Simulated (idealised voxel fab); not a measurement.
Process module in this document: voxel ribs on slabs
The figure presents cross-section cut, which has a width of 155 nm and is divided into square cells with an edge length of 5 nm.
A cross-section is written here as square cells arranged in a grid, and it is given in bands from the top down, each band taking up one or more rows of cells. Top, bottom (nm), then materials left to right with widths (nm); lone material tagged "throughout" fills the whole band edge to edge; "empty" = empty space. Heights are reckoned from 0. Under this level, the received wafer is all of one material. The bottommost band is open-ended downward, for example "from 0 down". A width such as "30..40" changes by the same amount from each row of cells to the next, from the band's top row to its bottom row. "nothing altered", as given for a step, is the statement that not any cell of the cross-section underwent a change during that step. Closed-off voids of 8+ cells (no open route to the top) go in "closed voids", written width x height at distance from the left edge, in nm. On a step's line, text after the settings is the simulator commenting on that step. The optional step-line setting "overlay nm" applies to steps with a mask and quantifies how far to the right of its planned location the mask lay, a negative value indicating leftward placement.

The planned process steps are enumerated hereunder
- 1: RECEIVE [material Si]
- 2: DIRECTIONAL_DEP [material SiO2] [thk nm 20]
- 3: DIRECTIONAL_DEP [material SiN] [thk nm 20]
- 4: DIRECTIONAL_DEP [material aC] [thk nm 10]
- 5: PATTERN [tone cover] [mask id RIB] [material resist] [width nm 15] [thk nm 25] [overlay nm 0]
- 6: DIRECTIONAL_ETCH [etch materials aC] [depth nm 10]
- 7: STRIP [etch materials resist]
- 8: DIRECTIONAL_ETCH [etch materials SiN] [depth nm 5]
- 9: STRIP [etch materials aC]
- 10: MASKED_ETCH [tone cover] [mask id SLAB] [width nm 65] [etch materials SiN] [depth nm 15] [overlay nm 0]
- 11: FILL_DEP [material SiO2] [thk nm 25]
- 12: CMP [height nm 60]
- 13: DIRECTIONAL_DEP [material TiN] [thk nm 5]
- 14: DIRECTIONAL_DEP [material aC] [thk nm 15]
- 15: PATTERN [tone cover] [mask id HEATER] [material resist] [width nm 25] [thk nm 35] [overlay nm 0]
- 16: DIRECTIONAL_ETCH [etch materials aC] [depth nm 15]
- 17: STRIP [etch materials resist]
- 18: DIRECTIONAL_ETCH [etch materials TiN] [depth nm 5]
- 19: STRIP [etch materials aC]
- 20: CONFORMAL_DEP [material SiN] [thk nm 5]

Shown in cross-section is the wafer as received, that is, as it stands after step 1
> from 0 down: Si throughout
> closed voids: none

Post-module cross-section: identical start and plan to those above, one misstep in execution
> from 60 to 55: empty (60)  SiN (35)  empty (60)
> from 55 to 50: SiN (65)  TiN (25)  SiN (65)
> from 50 to 40: SiO2 throughout
> from 40 to 35: SiO2 (70)  SiN (15)  SiO2 (70)
> from 35 to 20: SiO2 (45)  SiN (65)  SiO2 (45)
> from 20 to 0: SiO2 throughout
> from 0 down: Si throughout
> closed voids: none
It is concluded that the wafer was processed incorrectly with respect to the plan, in that for step 12, the planned setting was not used; the step was instead run as CMP [height nm 50]
